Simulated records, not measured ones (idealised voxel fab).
The process module that follows is named voxel transistor to metal.
We display cut, a cross-section 165 nm in width whose square cells are each 5 nm.
A cross-section is a grid of square cells, given in bands from the top down. A band is one or more rows of cells.
Top height, bottom height, nm. Materials left to right, width each, nm. Single material + "throughout" = fills band edge to edge. "blank" = empty.
Below 0: as-received wafer, all one material; heights counted from there. Lowest band: no bottom, goes on down, written "0..down".
It should be noted that a width expressed as "30 to 40" varies in equal increments from row to row of cells within the band, taking the value of the first number at the top row and that of the second number at the bottom row.
Key: "nothing was modified" - step with no changed cell in the cross-section.
If an empty space has no open way to the top and is at least 8 cells in size, "Enclosed void catalog" lists it, written width x height at distance, where distance is measured from the left edge and every value is in nm.
On a step's line, text after the settings is the simulator commenting on that step.
A step line may carry the setting "overlay nm", which, for steps involving a mask, states the distance by which the mask lay to the right of its intended position; negative values denote displacement to the left.
Pairs ahead. Before: cross-section ahead of one process step. After: cross-section once the step is done, shown to the lowest changed band only. Under each pair: that step, with settings. Caution: pairs may come from different runs of this module on the same starting wafer; a pair follows the pair above only where its "Cross-section, before" entry says so.

-- Cross-section, before
	0..down | Si throughout
	Enclosed void catalog: none

-- Step Result
	5..0 | SiO2 throughout
	Below 0, no change.
	Enclosed void catalog: none
Step applied between the pre-step and post-step cross-sections shown above: CONFORMAL_DEP with material SiO2, thk nm 5

Cross-section, before: as in the pair right above, post-step view.

-- Step Result
	15..5 | SiN throughout
	Below 5, no change.
	Enclosed void catalog: none
Step applied between the pre-step and post-step cross-sections shown above: CONFORMAL_DEP with material SiN, thk nm 10

Cross-section, before: as in the pair right above, post-step view.

-- Step Result
	15..5 | blank=25 | SiN=110 | blank=30
	Below 5, no change.
	Enclosed void catalog: none
Step applied between the pre-step and post-step cross-sections shown above: MASKED_ETCH with tone cover, mask id ACTIVE, width nm 110, etch materials SiN, depth nm 10, overlay nm 0

Cross-section, before: as in the pair right above, post-step view.

-- Step Result
	15..5 | blank=25 | SiN=110 | blank=30
	5..0 | blank=25 | SiO2=110 | blank=30
	Below 0, no change.
	Enclosed void catalog: none
Step applied between the pre-step and post-step cross-sections shown above: MASKED_ETCH with tone cover, mask id ACTIVE, width nm 110, etch materials SiO2, depth nm 5, overlay nm 0

Cross-section, before: as in the pair right above, post-step view.

-- Step Result
	15..5 | blank=25 | SiN=110 | blank=30
	5..0 | blank=25 | SiO2=110 | blank=30
	0..-35 | blank=25 | Si=110 | blank=30
	Below -35, no change.
	Enclosed void catalog: none
Step applied between the pre-step and post-step cross-sections shown above: MASKED_ETCH with tone cover, mask id ACTIVE, width nm 110, etch materials Si, depth nm 35, overlay nm 0

Cross-section, before: as in the pair right above, post-step view.

-- Step Result
	30..15 | SiO2 throughout
	15..5 | SiO2=25 | SiN=110 | SiO2=30
	5..0 | SiO2 throughout
	0..-35 | SiO2=25 | Si=110 | SiO2=30
	Below -35, no change.
	Enclosed void catalog: none
Step applied between the pre-step and post-step cross-sections shown above: FILL_DEP with material SiO2, thk nm 15

Cross-section, before: as in the pair right above, post-step view.

-- Step Result
	15..5 | SiO2=25 | SiN=110 | SiO2=30
	Below 5, no change.
	Enclosed void catalog: none
Step applied between the pre-step and post-step cross-sections shown above: CMP with height nm 15

Cross-section, before: as in the pair right above, post-step view.

-- Step Result
	15..5 | blank=25 | SiN=110 | blank=30
	Below 5, no change.
	Enclosed void catalog: none
Step applied between the pre-step and post-step cross-sections shown above: SELECTIVE_ETCH with etch materials SiO2, depth nm 10

Cross-section, before: as in the pair right above, post-step view.

-- Step Result
	5..0 | SiO2 throughout
	Below 0, no change.
	Enclosed void catalog: none
Step applied between the pre-step and post-step cross-sections shown above: STRIP with etch materials SiN

Cross-section, before: as in the pair right above, post-step view.

-- Step Result
	0..-35 | SiO2=25 | Si=110 | SiO2=30
	Below -35, no change.
	Enclosed void catalog: none
Step applied between the pre-step and post-step cross-sections shown above: SELECTIVE_ETCH with etch materials SiO2, depth nm 5

Cross-section, before: as in the pair right above, post-step view.

-- Step Result
	0..-5 | SiO2 throughout
	Below -5, no change.
	Enclosed void catalog: none
Step applied between the pre-step and post-step cross-sections shown above: OXIDIZE with depth nm 5

Cross-section, before: as in the pair right above, post-step view.

-- Step Result
	25..0 | polySi throughout
	Below 0, no change.
	Enclosed void catalog: none
Step applied between the pre-step and post-step cross-sections shown above: DIRECTIONAL_DEP with material polySi, thk nm 25

Cross-section, before: as in the pair right above, post-step view.

-- Step Result
	35..25 | SiCN throughout
	Below 25, no change.
	Enclosed void catalog: none
Step applied between the pre-step and post-step cross-sections shown above: DIRECTIONAL_DEP with material SiCN, thk nm 10

Cross-section, before: as in the pair right above, post-step view.

-- Step Result
	50..35 | aC throughout
	Below 35, no change.
	Enclosed void catalog: none
Step applied between the pre-step and post-step cross-sections shown above: DIRECTIONAL_DEP with material aC, thk nm 15

Cross-section, before: as in the pair right above, post-step view.

-- Step Result
	80..50 | blank=70 | resist=20 | blank=75
	Below 50, no change.
	Enclosed void catalog: none
Step applied between the pre-step and post-step cross-sections shown above: PATTERN with tone cover, mask id GATE, material resist, width nm 20, thk nm 30, overlay nm 0

Cross-section, before: as in the pair right above, post-step view.

-- Step Result
	65..50 | blank=70 | resist=20 | blank=75
	50..35 | blank=70 | aC=20 | blank=75
	Below 35, no change.
	Enclosed void catalog: none
Step applied between the pre-step and post-step cross-sections shown above: DIRECTIONAL_ETCH with etch materials aC, depth nm 15

Cross-section, before: as in the pair right above, post-step view.

-- Step Result
	50..35 | blank=70 | aC=20 | blank=75
	Below 35, no change.
	Enclosed void catalog: none
Step applied between the pre-step and post-step cross-sections shown above: STRIP with etch materials resist

Cross-section, before: as in the pair right above, post-step view.

-- Step Result
	50..35 | blank=70 | aC=20 | blank=75
	35..25 | blank=70 | SiCN=20 | blank=75
	Below 25, no change.
	Enclosed void catalog: none
Step applied between the pre-step and post-step cross-sections shown above: DIRECTIONAL_ETCH with etch materials SiCN, depth nm 20

Cross-section, before: as in the pair right above, post-step view.

-- Step Result
	50..35 | blank=70 | aC=20 | blank=75
	35..25 | blank=70 | SiCN=20 | blank=75
	25..0 | blank=70 | polySi=20 | blank=75
	Below 0, no change.
	Enclosed void catalog: none
Step applied between the pre-step and post-step cross-sections shown above: DIRECTIONAL_ETCH with etch materials polySi, depth nm 35

Cross-section, before: as in the pair right above, post-step view.

-- Step Result
	35..25 | blank=70 | SiCN=20 | blank=75
	Below 25, no change.
	Enclosed void catalog: none
Step applied between the pre-step and post-step cross-sections shown above: STRIP with etch materials aC

Cross-section, before: as in the pair right above, post-step view.

-- Step Result
	40..35 | blank=65 | SiO2=30 | blank=70
	35..25 | blank=65 | SiO2=5 | SiCN=20 | SiO2=5 | blank=70
	25..5 | blank=65 | SiO2=5 | polySi=20 | SiO2=5 | blank=70
	5..0 | SiO2=70 | polySi=20 | SiO2=75
	Below 0, no change.
	Enclosed void catalog: none
Step applied between the pre-step and post-step cross-sections shown above: CONFORMAL_DEP with material SiO2, thk nm 5

Cross-section, before: as in the pair right above, post-step view.

-- Step Result
	35..25 | blank=65 | SiO2=5 | SiCN=20 | SiO2=5 | blank=70
	25..0 | blank=65 | SiO2=5 | polySi=20 | SiO2=5 | blank=70
	Below 0, no change.
	Enclosed void catalog: none
Step applied between the pre-step and post-step cross-sections shown above: DIRECTIONAL_ETCH with etch materials SiO2, depth nm 5

Cross-section, before: as in the pair right above, post-step view.

-- Step Result
	40..35 | blank=60 | SiN=40 | blank=65
	35..25 | blank=60 | SiN=5 | SiO2=5 | SiCN=20 | SiO2=5 | SiN=5 | blank=65
	25..5 | blank=60 | SiN=5 | SiO2=5 | polySi=20 | SiO2=5 | SiN=5 | blank=65
	5..0 | SiN=65 | SiO2=5 | polySi=20 | SiO2=5 | SiN=70
	Below 0, no change.
	Enclosed void catalog: none
Step applied between the pre-step and post-step cross-sections shown above: CONFORMAL_DEP with material SiN, thk nm 5

Cross-section, before: as in the pair right above, post-step view.

-- Step Result
	35..25 | blank=60 | SiN=5 | SiO2=5 | SiCN=20 | SiO2=5 | SiN=5 | blank=65
	25..0 | blank=60 | SiN=5 | SiO2=5 | polySi=20 | SiO2=5 | SiN=5 | blank=65
	Below 0, no change.
	Enclosed void catalog: none
Step applied between the pre-step and post-step cross-sections shown above: DIRECTIONAL_ETCH with etch materials SiN, depth nm 5

Cross-section, before: as in the pair right above, post-step view.

-- Step Result
	35..30 | blank=60 | SiN=5 | blank=5 | SiCN=20 | blank=5 | SiN=5 | blank=65
	30..25 | blank=60 | SiN=5 | SiO2=5 | SiCN=20 | SiO2=5 | SiN=5 | blank=65
	25..0 | blank=60 | SiN=5 | SiO2=5 | polySi=20 | SiO2=5 | SiN=5 | blank=65
	0..-5 | blank=60 | SiO2=40 | blank=65
	Below -5, no change.
	Enclosed void catalog: none
Step applied between the pre-step and post-step cross-sections shown above: DIRECTIONAL_ETCH with etch materials SiO2, depth nm 5

Cross-section, before: as in the pair right above, post-step view.

-- Step Result
	35..30 | blank=60 | SiN=5 | blank=5 | SiCN=20 | blank=5 | SiN=5 | blank=65
	30..25 | blank=60 | SiN=5 | SiO2=5 | SiCN=20 | SiO2=5 | SiN=5 | blank=65
	25..0 | blank=60 | SiN=5 | SiO2=5 | polySi=20 | SiO2=5 | SiN=5 | blank=65
	0..-5 | blank=60 | SiO2=40 | blank=65
	-5..-15 | SiO2=25 | blank=35 | Si=40 | blank=35 | SiO2=30
	Below -15, no change.
	Enclosed void catalog: none
Step applied between the pre-step and post-step cross-sections shown above: DIRECTIONAL_ETCH with etch materials Si, depth nm 10

Cross-section, before: as in the pair right above, post-step view.

-- Step Result
	35..30 | blank=60 | SiN=5 | blank=5 | SiCN=20 | blank=5 | SiN=5 | blank=65
	30..25 | blank=60 | SiN=5 | SiO2=5 | SiCN=20 | SiO2=5 | SiN=5 | blank=65
	25..10 | blank=60 | SiN=5 | SiO2=5 | polySi=20 | SiO2=5 | SiN=5 | blank=65
	10..0 | blank=45 | nSi=15 | SiN=5 | SiO2=5 | polySi=20 | SiO2=5 | SiN=5 | nSi=15 | blank=50
	0..-5 | blank=20 | nSi=40 | SiO2=40 | nSi=40 | blank=25
	-5..-15 | SiO2=25 | nSi=35 | Si=40 | nSi=35 | SiO2=30
	Below -15, no change.
	Enclosed void catalog: none
Step applied between the pre-step and post-step cross-sections shown above: EPI with material nSi, thk nm 15

Cross-section, before: as in the pair right above, post-step view.

-- Step Result
	40..35 | SiO2 throughout
	35..25 | SiO2=60 | SiN=5 | SiO2=5 | SiCN=20 | SiO2=5 | SiN=5 | SiO2=65
	25..10 | SiO2=60 | SiN=5 | SiO2=5 | polySi=20 | SiO2=5 | SiN=5 | SiO2=65
	10..0 | SiO2=45 | nSi=15 | SiN=5 | SiO2=5 | polySi=20 | SiO2=5 | SiN=5 | nSi=15 | SiO2=50
	0..-5 | SiO2=20 | nSi=40 | SiO2=40 | nSi=40 | SiO2=25
	Below -5, no change.
	Enclosed void catalog: none
Step applied between the pre-step and post-step cross-sections shown above: FILL_DEP with material SiO2, thk nm 5

Cross-section, before: as in the pair right above, post-step view.

-- Step Result
	35..25 | SiO2=60 | SiN=5 | SiO2=5 | SiCN=20 | SiO2=5 | SiN=5 | SiO2=65
	Below 25, no change.
	Enclosed void catalog: none
Step applied between the pre-step and post-step cross-sections shown above: CMP with height nm 35

Cross-section, before: as in the pair right above, post-step view.

-- Step Result
	45..35 | SiO2 throughout
	Below 35, no change.
	Enclosed void catalog: none
Step applied between the pre-step and post-step cross-sections shown above: DIRECTIONAL_DEP with material SiO2, thk nm 10

Cross-section, before: as in the pair right above, post-step view.

-- Step Result
	65..45 | resist=30 | blank=35 | resist=30 | blank=35 | resist=35
	Below 45, no change.
	Enclosed void catalog: none
Step applied between the pre-step and post-step cross-sections shown above: PATTERN with tone open, mask id CONTACT, material resist, width nm 35, pitch nm 65, thk nm 20, overlay nm 0

Cross-section, before: as in the pair right above, post-step view.

-- Step Result
	65..45 | resist=30 | blank=35 | resist=30 | blank=35 | resist=35
	45..35 | SiO2=30 | blank=35 | SiO2=30 | blank=35 | SiO2=35
	35..25 | SiO2=30 | blank=30 | SiN=5 | SiO2=5 | SiCN=20 | SiO2=5 | SiN=5 | blank=30 | SiO2=35
	25..10 | SiO2=30 | blank=30 | SiN=5 | SiO2=5 | polySi=20 | SiO2=5 | SiN=5 | blank=30 | SiO2=35
	10..0 | SiO2=30 | blank=15 | nSi=15 | SiN=5 | SiO2=5 | polySi=20 | SiO2=5 | SiN=5 | nSi=15 | blank=15 | SiO2=35
	Below 0, no change.
	Enclosed void catalog: none
Step applied between the pre-step and post-step cross-sections shown above: DIRECTIONAL_ETCH with etch materials SiO2, depth nm 45

Cross-section, before: as in the pair right above, post-step view.

-- Step Result
	45..35 | SiO2=30 | blank=35 | SiO2=30 | blank=35 | SiO2=35
	Below 35, no change.
	Enclosed void catalog: none
Step applied between the pre-step and post-step cross-sections shown above: STRIP with etch materials resist

Cross-section, before: as in the pair right above, post-step view.

-- Step Result
	50..45 | TiN=35 | blank=25 | TiN=40 | blank=25 | TiN=40
	45..35 | SiO2=30 | TiN=5 | blank=25 to 20 | TiN=5 to 10 | SiO2=30 | TiN=5 to 10 | blank=25 to 20 | TiN=5 | SiO2=35
	35..25 | SiO2=30 | TiN=5 | blank=20 | TiN=5 | SiN=5 | SiO2=5 | SiCN=20 | SiO2=5 | SiN=5 | TiN=5 | blank=20 | TiN=5 | SiO2=35
	25..15 | SiO2=30 | TiN=5 | blank=20 | TiN=5 | SiN=5 | SiO2=5 | polySi=20 | SiO2=5 | SiN=5 | TiN=5 | blank=20 | TiN=5 | SiO2=35
	15..10 | SiO2=30 | TiN=5 | blank=5 | TiN=20 | SiN=5 | SiO2=5 | polySi=20 | SiO2=5 | SiN=5 | TiN=20 | blank=5 | TiN=5 | SiO2=35
	10..5 | SiO2=30 | TiN=5 | blank=5 | TiN=5 | nSi=15 | SiN=5 | SiO2=5 | polySi=20 | SiO2=5 | SiN=5 | nSi=15 | TiN=5 | blank=5 | TiN=5 | SiO2=35
	5..0 | SiO2=30 | TiN=15 | nSi=15 | SiN=5 | SiO2=5 | polySi=20 | SiO2=5 | SiN=5 | nSi=15 | TiN=15 | SiO2=35
	Below 0, no change.
	Enclosed void catalog: none
Step applied between the pre-step and post-step cross-sections shown above: CONFORMAL_DEP with material TiN, thk nm 5

Cross-section, before: as in the pair right above, post-step view.

-- Step Result
	60..50 | Ru throughout
	50..45 | TiN=35 | Ru=25 | TiN=40 | Ru=25 | TiN=40
	45..35 | SiO2=30 | TiN=5 | Ru=25 to 20 | TiN=5 to 10 | SiO2=30 | TiN=5 to 10 | Ru=25 to 20 | TiN=5 | SiO2=35
	35..25 | SiO2=30 | TiN=5 | Ru=20 | TiN=5 | SiN=5 | SiO2=5 | SiCN=20 | SiO2=5 | SiN=5 | TiN=5 | Ru=20 | TiN=5 | SiO2=35
	25..15 | SiO2=30 | TiN=5 | Ru=20 | TiN=5 | SiN=5 | SiO2=5 | polySi=20 | SiO2=5 | SiN=5 | TiN=5 | Ru=20 | TiN=5 | SiO2=35
	15..10 | SiO2=30 | TiN=5 | Ru=5 | TiN=20 | SiN=5 | SiO2=5 | polySi=20 | SiO2=5 | SiN=5 | TiN=20 | Ru=5 | TiN=5 | SiO2=35
	10..5 | SiO2=30 | TiN=5 | Ru=5 | TiN=5 | nSi=15 | SiN=5 | SiO2=5 | polySi=20 | SiO2=5 | SiN=5 | nSi=15 | TiN=5 | Ru=5 | TiN=5 | SiO2=35
	Below 5, no change.
	Enclosed void catalog: none
Step applied between the pre-step and post-step cross-sections shown above: FILL_DEP with material Ru, thk nm 10

Cross-section, before: as in the pair right above, post-step view.

-- Step Result
	45..35 | SiO2=30 | TiN=5 | Ru=25 to 20 | TiN=5 to 10 | SiO2=30 | TiN=5 to 10 | Ru=25 to 20 | TiN=5 | SiO2=35
	Below 35, no change.
	Enclosed void catalog: none
Step applied between the pre-step and post-step cross-sections shown above: CMP with height nm 45

Cross-section, before: as in the pair right above, post-step view.

-- Step Result
	50..45 | SiN throughout
	Below 45, no change.
	Enclosed void catalog: none
Step applied between the pre-step and post-step cross-sections shown above: CONFORMAL_DEP with material SiN, thk nm 5

Cross-section, before: as in the pair right above, post-step view.

-- Step Result
	70..50 | lowk throughout
	Below 50, no change.
	Enclosed void catalog: none
Step applied between the pre-step and post-step cross-sections shown above: DIRECTIONAL_DEP with material lowk, thk nm 20

Cross-section, before: as in the pair right above, post-step view.

-- Step Result
	85..70 | resist=30 | blank=20 | resist=60 | blank=20 | resist=35
	Below 70, no change.
	Enclosed void catalog: none
Step applied between the pre-step and post-step cross-sections shown above: PATTERN with tone open, mask id METAL_1, material resist, width nm 20, pitch nm 80, thk nm 15, overlay nm 0

Cross-section, before: as in the pair right above, post-step view.

-- Step Result
	85..70 | resist=30 | blank=20 | resist=60 | blank=20 | resist=35
	70..50 | lowk=30 | blank=20 | lowk=60 | blank=20 | lowk=35
	Below 50, no change.
	Enclosed void catalog: none
Step applied between the pre-step and post-step cross-sections shown above: DIRECTIONAL_ETCH with etch materials lowk, depth nm 20

Cross-section, before: as in the pair right above, post-step view.

-- Step Result
	85..70 | resist=30 | blank=20 | resist=60 | blank=20 | resist=35
	70..50 | lowk=30 | blank=20 | lowk=60 | blank=20 | lowk=35
	50..45 | SiN=30 | blank=20 | SiN=60 | blank=20 | SiN=35
	Below 45, no change.
	Enclosed void catalog: none
Step applied between the pre-step and post-step cross-sections shown above: DIRECTIONAL_ETCH with etch materials SiN, depth nm 5

Cross-section, before: as in the pair right above, post-step view.

-- Step Result
	70..50 | lowk=30 | blank=20 | lowk=60 | blank=20 | lowk=35
	Below 50, no change.
	Enclosed void catalog: none
Step applied between the pre-step and post-step cross-sections shown above: STRIP with etch materials resist

Cross-section, before: as in the pair right above, post-step view.

-- Step Result
	75..70 | TiN=35 | blank=10 | TiN=70 | blank=10 | TiN=40
	70..50 | lowk=30 | TiN=5 | blank=10 | TiN=5 | lowk=60 | TiN=5 | blank=10 | TiN=5 | lowk=35
	50..45 | SiN=30 | TiN=20 | SiN=60 | TiN=20 | SiN=35
	Below 45, no change.
	Enclosed void catalog: none
Step applied between the pre-step and post-step cross-sections shown above: CONFORMAL_DEP with material TiN, thk nm 5

Cross-section, before: as in the pair right above, post-step view.

-- Step Result
	80..75 | W throughout
	75..70 | TiN=35 | W=10 | TiN=70 | W=10 | TiN=40
	70..50 | lowk=30 | TiN=5 | W=10 | TiN=5 | lowk=60 | TiN=5 | W=10 | TiN=5 | lowk=35
	Below 50, no change.
	Enclosed void catalog: none
Step applied between the pre-step and post-step cross-sections shown above: FILL_DEP with material W, thk nm 5

Cross-section, before: as in the pair right above, post-step view.

-- Step Result
	70..50 | lowk=30 | TiN=5 | W=10 | TiN=5 | lowk=60 | TiN=5 | W=10 | TiN=5 | lowk=35
	Below 50, no change.
	Enclosed void catalog: none
Step applied between the pre-step and post-step cross-sections shown above: CMP with height nm 70

Cross-section, before: as in the pair right above, post-step view.

-- Step Result
	75..70 | SiCN throughout
	Below 70, no change.
	Enclosed void catalog: none
Step applied between the pre-step and post-step cross-sections shown above: CONFORMAL_DEP with material SiCN, thk nm 5

-- Cross-section, before
	35..25 | blank=70 | SiCN=20 | blank=75
	25..0 | blank=70 | polySi=20 | blank=75
	0..-5 | SiO2 throughout
	-5..-35 | SiO2=25 | Si=110 | SiO2=30
	-35..down | Si throughout
	Enclosed void catalog: none

-- Step Result
	35..25 | blank=70 | SiCN=20 | blank=75
	25..0 | blank=70 | polySi=20 | blank=75
	0..-5 | blank=70 | SiO2=20 | blank=75
	Below -5, no change.
	Enclosed void catalog: none
Step applied between the pre-step and post-step cross-sections shown above: DIRECTIONAL_ETCH with etch materials SiO2, depth nm 5

Cross-section, before: as in the pair right above, post-step view.

-- Step Result
	40..35 | blank=65 | SiN=30 | blank=70
	35..25 | blank=65 | SiN=5 | SiCN=20 | SiN=5 | blank=70
	25..0 | blank=65 | SiN=5 | polySi=20 | SiN=5 | blank=70
	0..-5 | SiN=70 | SiO2=20 | SiN=75
	Below -5, no change.
	Enclosed void catalog: none
Step applied between the pre-step and post-step cross-sections shown above: CONFORMAL_DEP with material SiN, thk nm 5

Cross-section, before: as in the pair right above, post-step view.

-- Step Result
	35..25 | blank=65 | SiN=5 | SiCN=20 | SiN=5 | blank=70
	25..0 | blank=65 | SiN=5 | polySi=20 | SiN=5 | blank=70
	0..-5 | blank=65 | SiN=5 | SiO2=20 | SiN=5 | blank=70
	Below -5, no change.
	Enclosed void catalog: none
Step applied between the pre-step and post-step cross-sections shown above: DIRECTIONAL_ETCH with etch materials SiN, depth nm 5

Cross-section, before: as in the pair right above, post-step view.

-- Step Result
	35..25 | blank=65 | SiN=5 | SiCN=20 | SiN=5 | blank=70
	25..0 | blank=65 | SiN=5 | polySi=20 | SiN=5 | blank=70
	0..-5 | blank=65 | SiN=5 | SiO2=20 | SiN=5 | blank=70
	-5..-10 | blank=25 | Si=110 | blank=30
	Below -10, no change.
	Enclosed void catalog: none
Step applied between the pre-step and post-step cross-sections shown above: DIRECTIONAL_ETCH with etch materials SiO2, depth nm 5

Cross-section, before: as in the pair right above, post-step view.

-- Step Result
	35..25 | blank=65 | SiN=5 | SiCN=20 | SiN=5 | blank=70
	25..0 | blank=65 | SiN=5 | polySi=20 | SiN=5 | blank=70
	0..-5 | blank=65 | SiN=5 | SiO2=20 | SiN=5 | blank=70
	-5..-10 | blank=65 | Si=30 | blank=70
	-10..-15 | SiO2=25 | blank=40 | Si=30 | blank=40 | SiO2=30
	Below -15, no change.
	Enclosed void catalog: none
Step applied between the pre-step and post-step cross-sections shown above: DIRECTIONAL_ETCH with etch materials Si, depth nm 10

Cross-section, before: as in the pair right above, post-step view.

-- Step Result
	35..25 | blank=65 | SiN=5 | SiCN=20 | SiN=5 | blank=70
	25..10 | blank=65 | SiN=5 | polySi=20 | SiN=5 | blank=70
	10..0 | blank=50 | nSi=15 | SiN=5 | polySi=20 | SiN=5 | nSi=15 | blank=55
	0..-5 | blank=15 | nSi=50 | SiN=5 | SiO2=20 | SiN=5 | nSi=50 | blank=20
	-5..-10 | blank=15 | nSi=50 | Si=30 | nSi=50 | blank=20
	-10..-15 | SiO2=25 | nSi=40 | Si=30 | nSi=40 | SiO2=30
	Below -15, no change.
	Enclosed void catalog: none
Step applied between the pre-step and post-step cross-sections shown above: EPI with material nSi, thk nm 15

Cross-section, before: as in the pair right above, post-step view.

-- Step Result
	40..35 | SiO2 throughout
	35..25 | SiO2=65 | SiN=5 | SiCN=20 | SiN=5 | SiO2=70
	25..10 | SiO2=65 | SiN=5 | polySi=20 | SiN=5 | SiO2=70
	10..0 | SiO2=50 | nSi=15 | SiN=5 | polySi=20 | SiN=5 | nSi=15 | SiO2=55
	0..-5 | SiO2=15 | nSi=50 | SiN=5 | SiO2=20 | SiN=5 | nSi=50 | SiO2=20
	-5..-15 | SiO2=15 to 25 | nSi=50 to 40 | Si=30 | nSi=50 to 40 | SiO2=20 to 30
	Below -15, no change.
	Enclosed void catalog: none
Step applied between the pre-step and post-step cross-sections shown above: FILL_DEP with material SiO2, thk nm 5

Cross-section, before: as in the pair right above, post-step view.

-- Step Result
	35..25 | SiO2=65 | SiN=5 | SiCN=20 | SiN=5 | SiO2=70
	Below 25, no change.
	Enclosed void catalog: none
Step applied between the pre-step and post-step cross-sections shown above: CMP with height nm 35

Cross-section, before: as in the pair right above, post-step view.

-- Step Result
	45..35 | SiO2 throughout
	Below 35, no change.
	Enclosed void catalog: none
Step applied between the pre-step and post-step cross-sections shown above: DIRECTIONAL_DEP with material SiO2, thk nm 10

Cross-section, before: as in the pair right above, post-step view.

-- Step Result
	65..45 | resist=30 | blank=35 | resist=30 | blank=35 | resist=35
	Below 45, no change.
	Enclosed void catalog: none
Step applied between the pre-step and post-step cross-sections shown above: PATTERN with tone open, mask id CONTACT, material resist, width nm 35, pitch nm 65, thk nm 20, overlay nm 0

Cross-section, before: as in the pair right above, post-step view.

-- Step Result
	65..45 | resist=30 | blank=35 | resist=30 | blank=35 | resist=35
	45..35 | SiO2=30 | blank=35 | SiO2=30 | blank=35 | SiO2=35
	35..25 | SiO2=30 | blank=35 | SiN=5 | SiCN=20 | SiN=5 | blank=35 | SiO2=35
	25..10 | SiO2=30 | blank=35 | SiN=5 | polySi=20 | SiN=5 | blank=35 | SiO2=35
	10..0 | SiO2=30 | blank=20 | nSi=15 | SiN=5 | polySi=20 | SiN=5 | nSi=15 | blank=20 | SiO2=35
	Below 0, no change.
	Enclosed void catalog: none
Step applied between the pre-step and post-step cross-sections shown above: DIRECTIONAL_ETCH with etch materials SiO2, depth nm 45

Cross-section, before: as in the pair right above, post-step view.

-- Step Result
	45..35 | SiO2=30 | blank=35 | SiO2=30 | blank=35 | SiO2=35
	Below 35, no change.
	Enclosed void catalog: none
Step applied between the pre-step and post-step cross-sections shown above: STRIP with etch materials resist

Cross-section, before: as in the pair right above, post-step view.

-- Step Result
	50..45 | TiN=35 | blank=25 | TiN=40 | blank=25 | TiN=40
	45..35 | SiO2=30 | TiN=5 | blank=25 | TiN=5 | SiO2=30 | TiN=5 | blank=25 | TiN=5 | SiO2=35
	35..25 | SiO2=30 | TiN=5 | blank=25 | TiN=5 | SiN=5 | SiCN=20 | SiN=5 | TiN=5 | blank=25 | TiN=5 | SiO2=35
	25..15 | SiO2=30 | TiN=5 | blank=25 | TiN=5 | SiN=5 | polySi=20 | SiN=5 | TiN=5 | blank=25 | TiN=5 | SiO2=35
	15..10 | SiO2=30 | TiN=5 | blank=10 | TiN=20 | SiN=5 | polySi=20 | SiN=5 | TiN=20 | blank=10 | TiN=5 | SiO2=35
	10..5 | SiO2=30 | TiN=5 | blank=10 | TiN=5 | nSi=15 | SiN=5 | polySi=20 | SiN=5 | nSi=15 | TiN=5 | blank=10 | TiN=5 | SiO2=35
	5..0 | SiO2=30 | TiN=20 | nSi=15 | SiN=5 | polySi=20 | SiN=5 | nSi=15 | TiN=20 | SiO2=35
	Below 0, no change.
	Enclosed void catalog: none
Step applied between the pre-step and post-step cross-sections shown above: CONFORMAL_DEP with material TiN, thk nm 5

Cross-section, before: as in the pair right above, post-step view.

-- Step Result
	60..50 | Ru throughout
	50..45 | TiN=35 | Ru=25 | TiN=40 | Ru=25 | TiN=40
	45..35 | SiO2=30 | TiN=5 | Ru=25 | TiN=5 | SiO2=30 | TiN=5 | Ru=25 | TiN=5 | SiO2=35
	35..25 | SiO2=30 | TiN=5 | Ru=25 | TiN=5 | SiN=5 | SiCN=20 | SiN=5 | TiN=5 | Ru=25 | TiN=5 | SiO2=35
	25..15 | SiO2=30 | TiN=5 | Ru=25 | TiN=5 | SiN=5 | polySi=20 | SiN=5 | TiN=5 | Ru=25 | TiN=5 | SiO2=35
	15..10 | SiO2=30 | TiN=5 | Ru=10 | TiN=20 | SiN=5 | polySi=20 | SiN=5 | TiN=20 | Ru=10 | TiN=5 | SiO2=35
	10..5 | SiO2=30 | TiN=5 | Ru=10 | TiN=5 | nSi=15 | SiN=5 | polySi=20 | SiN=5 | nSi=15 | TiN=5 | Ru=10 | TiN=5 | SiO2=35
	Below 5, no change.
	Enclosed void catalog: none
Step applied between the pre-step and post-step cross-sections shown above: FILL_DEP with material Ru, thk nm 10

Cross-section, before: as in the pair right above, post-step view.

-- Step Result
	45..35 | SiO2=30 | TiN=5 | Ru=25 | TiN=5 | SiO2=30 | TiN=5 | Ru=25 | TiN=5 | SiO2=35
	Below 35, no change.
	Enclosed void catalog: none
Step applied between the pre-step and post-step cross-sections shown above: CMP with height nm 45

Cross-section, before: as in the pair right above, post-step view.

-- Step Result
	50..45 | SiN throughout
	Below 45, no change.
	Enclosed void catalog: none
Step applied between the pre-step and post-step cross-sections shown above: CONFORMAL_DEP with material SiN, thk nm 5

Cross-section, before: as in the pair right above, post-step view.

-- Step Result
	70..50 | lowk throughout
	Below 50, no change.
	Enclosed void catalog: none
Step applied between the pre-step and post-step cross-sections shown above: DIRECTIONAL_DEP with material lowk, thk nm 20

Cross-section, before: as in the pair right above, post-step view.

-- Step Result
	85..70 | resist=30 | blank=20 | resist=60 | blank=20 | resist=35
	Below 70, no change.
	Enclosed void catalog: none
Step applied between the pre-step and post-step cross-sections shown above: PATTERN with tone open, mask id METAL_1, material resist, width nm 20, pitch nm 80, thk nm 15, overlay nm 0

Cross-section, before: as in the pair right above, post-step view.

-- Step Result
	85..70 | resist=30 | blank=20 | resist=60 | blank=20 | resist=35
	70..50 | lowk=30 | blank=20 | lowk=60 | blank=20 | lowk=35
	Below 50, no change.
	Enclosed void catalog: none
Step applied between the pre-step and post-step cross-sections shown above: DIRECTIONAL_ETCH with etch materials lowk, depth nm 20

Cross-section, before: as in the pair right above, post-step view.

-- Step Result
	85..70 | resist=30 | blank=20 | resist=60 | blank=20 | resist=35
	70..50 | lowk=30 | blank=20 | lowk=60 | blank=20 | lowk=35
	50..45 | SiN=30 | blank=20 | SiN=60 | blank=20 | SiN=35
	Below 45, no change.
	Enclosed void catalog: none
Step applied between the pre-step and post-step cross-sections shown above: DIRECTIONAL_ETCH with etch materials SiN, depth nm 5

Cross-section, before: as in the pair right above, post-step view.

-- Step Result
	70..50 | lowk=30 | blank=20 | lowk=60 | blank=20 | lowk=35
	Below 50, no change.
	Enclosed void catalog: none
Step applied between the pre-step and post-step cross-sections shown above: STRIP with etch materials resist

Cross-section, before: as in the pair right above, post-step view.

-- Step Result
	75..70 | TiN=35 | blank=10 | TiN=70 | blank=10 | TiN=40
	70..50 | lowk=30 | TiN=5 | blank=10 | TiN=5 | lowk=60 | TiN=5 | blank=10 | TiN=5 | lowk=35
	50..45 | SiN=30 | TiN=20 | SiN=60 | TiN=20 | SiN=35
	Below 45, no change.
	Enclosed void catalog: none
Step applied between the pre-step and post-step cross-sections shown above: CONFORMAL_DEP with material TiN, thk nm 5
